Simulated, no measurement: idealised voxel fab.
Proc. module: voxel capacitor over wiring
This is section cut - it's 265 nm across, gridded in 5 nm square cells.
In what follows, cross-sections appear as grids of square cells, described through bands that run from the top down, where every band is one or more rows of cells. Band entry format. Leading values: height of top, height of bottom, nm. Remainder: materials in left-to-right order, each with its width in nm. Special words: "all across" on a single material, which then fills the band edge to edge; "air", empty space. We count height from 0. Below that, the starting wafer is all one material. The lowest band never ends at the bottom but goes on down; see "top 0, no bottom" for how that is written. Top row gets the first number, bottom row gets the second, and each row in between changes by the same step: that is how a band width like "30->40" works. When a step is marked "everything unchanged", none of the cells in the cross-section changed during that step. "Trapped void list" means: voids of 8 cells or more that are shut off from the top with no open way through. Written width x height at distance, distance from the left edge, in nm. On a step's line, text after the settings is the simulator commenting on that step. On any step carrying a mask, the "overlay nm" setting, if present on the step's line, tells how far right of its planned place the mask lay; negative values point to the left.
Process steps foreseen in the plan:
| 1 | RECEIVE | material Si |
| 2 | CONFORMAL_DEP | material SiO2 | thk nm 10 |
| 3 | DIRECTIONAL_DEP | material TiN | thk nm 5 |
| 4 | DIRECTIONAL_DEP | material W | thk nm 25 |
| 5 | DIRECTIONAL_DEP | material aC | thk nm 10 |
| 6 | PATTERN | tone cover | mask id METAL_1 | material resist | width nm 20 | pitch nm 80 | thk nm 25 | overlay nm 0 |
| 7 | DIRECTIONAL_ETCH | etch materials aC | depth nm 10 |
| 8 | STRIP | etch materials resist |
| 9 | DIRECTIONAL_ETCH | etch materials W | depth nm 25 |
| 10 | DIRECTIONAL_ETCH | etch materials TiN | depth nm 5 |
| 11 | STRIP | etch materials aC |
| 12 | CONFORMAL_DEP | material SiCN | thk nm 5 |
| 13 | FILL_DEP | material SiO2 | thk nm 10 |
| 14 | CMP | height nm 40 |
| 15 | CONFORMAL_DEP | material SiCN | thk nm 5 |
| 16 | DIRECTIONAL_DEP | material SiO2 | thk nm 20 |
| 17 | PATTERN | tone open | mask id PLUG_1 | material resist | width nm 15 | thk nm 20 | overlay nm 0 |
| 18 | DIRECTIONAL_ETCH | etch materials SiO2 | depth nm 20 |
| 19 | DIRECTIONAL_ETCH | etch materials SiCN | depth nm 5 |
| 20 | STRIP | etch materials resist |
| 21 | EPI | material Ru | thk nm 10 |
| 22 | EPI | material Ru | thk nm 10 |
| 23 | EPI | material Ru | thk nm 5 |
| 24 | DIRECTIONAL_DEP | material TiN | thk nm 10 |
| 25 | DIRECTIONAL_DEP | material Al2O3 | thk nm 5 |
| 26 | DIRECTIONAL_DEP | material TiN | thk nm 10 |
| 27 | MASKED_ETCH | tone cover | mask id UPPER_PLATE | width nm 65 | etch materials TiN | depth nm 10 | overlay nm 0 |
| 28 | MASKED_ETCH | tone cover | mask id UPPER_PLATE | width nm 65 | etch materials Al2O3 | depth nm 5 | overlay nm 0 |
| 29 | PATTERN | tone cover | mask id LOWER_PLATE | material resist | width nm 75 | thk nm 20 | overlay nm 0 |
| 30 | DIRECTIONAL_ETCH | etch materials TiN | depth nm 10 |
| 31 | STRIP | etch materials resist |
| 32 | FILL_DEP | material SiO2 | thk nm 20 |
| 33 | CMP | height nm 105 |
| 34 | MASKED_ETCH | tone open | mask id PLUG_2 | width nm 15 | etch materials SiO2 | depth nm 15 | overlay nm 0 |
| 35 | CONFORMAL_DEP | material TiN | thk nm 5 |
| 36 | FILL_DEP | material Ru | thk nm 10 |
| 37 | CMP | height nm 105 |
| 38 | CONFORMAL_DEP | material SiN | thk nm 5 |
This is the cross-section of the wafer as we received it, i.e. after step 1:
	top 0, no bottom  Si all across
	Trapped void list: none
The first of two wafers, cross-sectioned at the end of the module, with the run proceeding as planned:
	top 110, bottom 105  SiN all across
	top 105, bottom 95  SiO2: 95 | TiN: 5 | Ru: 5 | TiN: 5 | SiO2: 155
	top 95, bottom 90  SiO2: 95 | TiN: 15 | SiO2: 155
	top 90, bottom 80  SiO2: 85 | TiN: 65 | SiO2: 115
	top 80, bottom 75  SiO2: 85 | Al2O3: 65 | SiO2: 115
	top 75, bottom 65  SiO2: 80 | TiN: 75 | SiO2: 110
	top 65, bottom 45  SiO2: 85 | Ru: 15 | SiO2: 165
	top 45, bottom 40  SiCN: 85 | Ru: 15 | SiCN: 165
	top 40, bottom 15  SiO2: 75 | SiCN: 5 | W: 20 | SiCN: 5 | SiO2: 50 | SiCN: 5 | W: 20 | SiCN: 5 | SiO2: 80
	top 15, bottom 10  SiCN: 80 | TiN: 20 | SiCN: 60 | TiN: 20 | SiCN: 85
	top 10, bottom 0  SiO2 all across
	top 0, no bottom  Si all across
	Trapped void list: none
The second wafer, shown in cross-section after the module: started the same way as the first and given the same plan, yet one mistake crept into how it was run:
	top 110, bottom 105  SiN all across
	top 105, bottom 95  SiO2: 95 | TiN: 5 | Ru: 5 | TiN: 5 | SiO2: 155
	top 95, bottom 90  SiO2: 95 | TiN: 15 | SiO2: 155
	top 90, bottom 80  SiO2: 80 | TiN: 5 | SiO2: 65 | TiN: 5 | SiO2: 110
	top 80, bottom 75  Al2O3 all across
	top 75, bottom 65  TiN all across
	top 65, bottom 45  SiO2: 85 | Ru: 15 | SiO2: 165
	top 45, bottom 40  SiCN: 85 | Ru: 15 | SiCN: 165
	top 40, bottom 15  SiO2: 75 | SiCN: 5 | W: 20 | SiCN: 5 | SiO2: 50 | SiCN: 5 | W: 20 | SiCN: 5 | SiO2: 80
	top 15, bottom 10  SiCN: 80 | TiN: 20 | SiCN: 60 | TiN: 20 | SiCN: 85
	top 10, bottom 0  SiO2 all across
	top 0, no bottom  Si all across
	Trapped void list: none
Here's what went sideways: step 27 was run on a setting that differed from the plan, and what really ran there is MASKED_ETCH | tone open | mask id UPPER_PLATE | width nm 65 | etch materials TiN | depth nm 10 | overlay nm 0
Wrapping up, a cell-based count of both wafers puts the second over or under the first for these materials: +40 Al2O3 | -94 SiO2 | +54 TiN
